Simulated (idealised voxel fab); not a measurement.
Process module name: voxel local oxidation
In the cross-section labelled cut, the width is 185 nm and each square cell is 5 nm.
In what follows, cross-sections appear as grids of square cells, described through bands that run from the top down, where every band is one or more rows of cells.
Band entry format. Leading values: height of top, height of bottom, nm. Remainder: materials in left-to-right order, each with its width in nm. Special words: "all across" on a single material, which then fills the band edge to edge; "empty", empty space.
Heights are expressed relative to 0, this being the level below which the as-received wafer comprises one material exclusively. The lowest band is unbounded in the downward direction and is denoted as in "0 nm and below".
The notation "30..40" denotes a width that varies across the rows of cells in the band, beginning at the first number in the top row, finishing at the second number in the bottom row, and changing by an identical amount from each row to the next.
The designation "identical to before", where it is given for a processing step, indicates that no cell of the cross-section was altered in the course of that step.
"Completely enclosed voids": empty spaces of 8 cells or more with no open way to the top, each given as width x height at distance, distance from the left edge, all in nm.
Past the settings on a step's line: simulator remark, on that step.
overlay nm: step with mask; distance mask lay right of planned place; negative value = left of planned place.

## Steps in the process plan
1: RECEIVE [material Si]
2: OXIDIZE [depth nm 5]
3: CONFORMAL_DEP [material SiN] [thk nm 15]
4: DIRECTIONAL_DEP [material aC] [thk nm 15]
5: PATTERN [tone cover] [mask id ACTIVE] [material resist] [width nm 80] [thk nm 35] [overlay nm 0]
6: DIRECTIONAL_ETCH [etch materials aC] [depth nm 15]
7: STRIP [etch materials resist]
8: DIRECTIONAL_ETCH [etch materials SiN] [depth nm 15]
9: STRIP [etch materials aC]
10: SELECTIVE_ETCH [etch materials SiO2] [depth nm 5]
11: OXIDIZE [depth nm 15]
12: STRIP [etch materials SiN]
Quick note for whoever runs this: the wafers start identical, but the width nm at step 5 isn't the same across them. The plan just shows what the first wafer had.

## After step 1, as received: first of several wafers, cross-section
- 0 nm and below = Si all across
- Completely enclosed voids: none

## End-of-module cross-section, first of several wafers, after last step 12
- 0 nm to -5 nm = empty 55 nm, SiO2 70 nm, empty 60 nm
- -5 nm to -20 nm = SiO2 70 nm, Si 40 nm, SiO2 75 nm
- -20 nm and below = Si all across
- Completely enclosed voids: none

## Cross-section at module completion, last wafer
- 0 nm to -5 nm = empty 45 nm, SiO2 95 nm, empty 45 nm
- -5 nm to -20 nm = SiO2 60 nm, Si 65 nm, SiO2 60 nm
- -20 nm and below = Si all across
- Completely enclosed voids: none

## Below: a row per wafer. Contents at end of module: for every material, cells gained since receipt (+) or lost since receipt (-); then closed voids
width nm 80, -124 Si, +101 SiO2, Completely enclosed voids: none
width nm 85, -121 Si, +99 SiO2, Completely enclosed voids: none
width nm 90, -118 Si, +97 SiO2, Completely enclosed voids: none
width nm 95, -115 Si, +95 SiO2, Completely enclosed voids: none
width nm 100, -112 Si, +93 SiO2, Completely enclosed voids: none
width nm 105, -109 Si, +91 SiO2, Completely enclosed voids: none
